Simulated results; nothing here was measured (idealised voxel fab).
Process module, titled voxel gate over fins
Cross-sectional view cut (width: 215 nm; square cell size: 5 nm).
In this document a cross-section is written as a grid of square cells. It is given as a series of bands, listed from the top down, and a band is one or more rows of cells.
Top, bottom (nm), then materials left to right with widths (nm); lone material tagged "throughout" fills the whole band edge to edge; "empty" = empty space.
Height reference: 0 = level under which incoming wafer is all one material. Lowest band: no bottom, runs on downward, e.g. "0 -> down".
Think of "30->40" as a width that walks from the first number to the second as you go down the band, top row to bottom row, taking equal-sized steps from row to row.
Reading "changes: none" for a step: not a cell of the cross-section changed in it.
If an empty space has no open way to the top and is at least 8 cells in size, "Internal closed voids" lists it, written width x height at distance, where distance is measured from the left edge and every value is in nm.
Note: text after step settings on the step line = simulator remark on that step.
The setting "overlay nm" may be written on the line of a step. When the step uses a mask, the value reports how far to the right of the planned place the mask lay, and a negative value reports that it lay to the left.
These are the steps we planned for the process
1,RECEIVE [material Si]
2,CONFORMAL_DEP [material SiN] [thk nm 10]
3,DIRECTIONAL_DEP [material aC] [thk nm 10]
4,PATTERN [tone cover] [mask id FINS] [material resist] [width nm 15] [pitch nm 45] [thk nm 25] [overlay nm 0]
5,DIRECTIONAL_ETCH [etch materials aC] [depth nm 10]
6,STRIP [etch materials resist]
7,DIRECTIONAL_ETCH [etch materials SiN] [depth nm 10]
8,DIRECTIONAL_ETCH [etch materials Si] [depth nm 35]
9,STRIP [etch materials aC]
10,FILL_DEP [material SiO2] [thk nm 15]
11,CMP [height nm 10]
12,SELECTIVE_ETCH [etch materials SiO2] [depth nm 25]
13,STRIP [etch materials SiN]
14,CONFORMAL_DEP [material HfO2] [thk nm 5]
15,CONFORMAL_DEP [material TiN] [thk nm 5]
16,FILL_DEP [material W] [thk nm 10]
17,CMP [height nm 15]
18,CONFORMAL_DEP [material SiCN] [thk nm 10]
The width nm used in step 4 is not the same on every wafer, whereas the starting condition is; the value printed in the plan is the first wafer's.
As-received state after step 1, first of several wafers, cross-section
  0 -> down  Si throughout
  Internal closed voids: none
After the module's final step, step 18: the first of several wafers in cross-section
  25 -> 15  SiCN throughout
  15 -> 10  W throughout
  10 -> 5  W 45 nm | TiN 35 nm | W 10 nm | TiN 35 nm | W 10 nm | TiN 35 nm | W 45 nm
  5 -> 0  W 45 nm | TiN 5 nm | HfO2 25 nm | TiN 5 nm | W 10 nm | TiN 5 nm | HfO2 25 nm | TiN 5 nm | W 10 nm | TiN 5 nm | HfO2 25 nm | TiN 5 nm | W 45 nm
  0 -> -5  W 45 nm | TiN 5 nm | HfO2 5 nm | Si 15 nm | HfO2 5 nm | TiN 5 nm | W 10 nm | TiN 5 nm | HfO2 5 nm | Si 15 nm | HfO2 5 nm | TiN 5 nm | W 10 nm | TiN 5 nm | HfO2 5 nm | Si 15 nm | HfO2 5 nm | TiN 5 nm | W 45 nm
  -5 -> -10  TiN 50 nm | HfO2 5 nm | Si 15 nm | HfO2 5 nm | TiN 20 nm | HfO2 5 nm | Si 15 nm | HfO2 5 nm | TiN 20 nm | HfO2 5 nm | Si 15 nm | HfO2 5 nm | TiN 50 nm
  -10 -> -15  HfO2 55 nm | Si 15 nm | HfO2 30 nm | Si 15 nm | HfO2 30 nm | Si 15 nm | HfO2 55 nm
  -15 -> -35  SiO2 55 nm | Si 15 nm | SiO2 30 nm | Si 15 nm | SiO2 30 nm | Si 15 nm | SiO2 55 nm
  -35 -> down  Si throughout
  Internal closed voids: none
Showing the last wafer in cross-section at the end of the module
  25 -> 15  SiCN throughout
  15 -> 10  W throughout
  10 -> 5  W 40 nm | TiN 140 nm | W 35 nm
  5 -> 0  W 40 nm | TiN 5 nm | HfO2 40 nm | TiN 5 nm | HfO2 40 nm | TiN 5 nm | HfO2 40 nm | TiN 5 nm | W 35 nm
  0 -> -5  W 40 nm | TiN 5 nm | HfO2 5 nm | Si 30 nm | HfO2 5 nm | TiN 5 nm | HfO2 5 nm | Si 30 nm | HfO2 5 nm | TiN 5 nm | HfO2 5 nm | Si 30 nm | HfO2 5 nm | TiN 5 nm | W 35 nm
  -5 -> -10  TiN 45 nm | HfO2 5 nm | Si 30 nm | HfO2 5 nm | TiN 5 nm | HfO2 5 nm | Si 30 nm | HfO2 5 nm | TiN 5 nm | HfO2 5 nm | Si 30 nm | HfO2 5 nm | TiN 40 nm
  -10 -> -15  HfO2 50 nm | Si 30 nm | HfO2 15 nm | Si 30 nm | HfO2 15 nm | Si 30 nm | HfO2 45 nm
  -15 -> -35  SiO2 50 nm | Si 30 nm | SiO2 15 nm | Si 30 nm | SiO2 15 nm | Si 30 nm | SiO2 45 nm
  -35 -> down  Si throughout
  Internal closed voids: none
Below: a row per wafer. Contents at end of module: for every material, cells gained since receipt (+) or lost since receipt (-); then closed voids
width nm 15, +61 HfO2, -238 Si, +86 SiCN, +136 SiO2, +61 TiN, +109 W, Internal closed voids: none
width nm 20, +61 HfO2, -217 Si, +86 SiCN, +124 SiO2, +61 TiN, +100 W, Internal closed voids: none
width nm 25, +61 HfO2, -196 Si, +86 SiCN, +112 SiO2, +61 TiN, +91 W, Internal closed voids: none
width nm 30, +61 HfO2, -175 Si, +86 SiCN, +100 SiO2, +55 TiN, +88 W, Internal closed voids: none
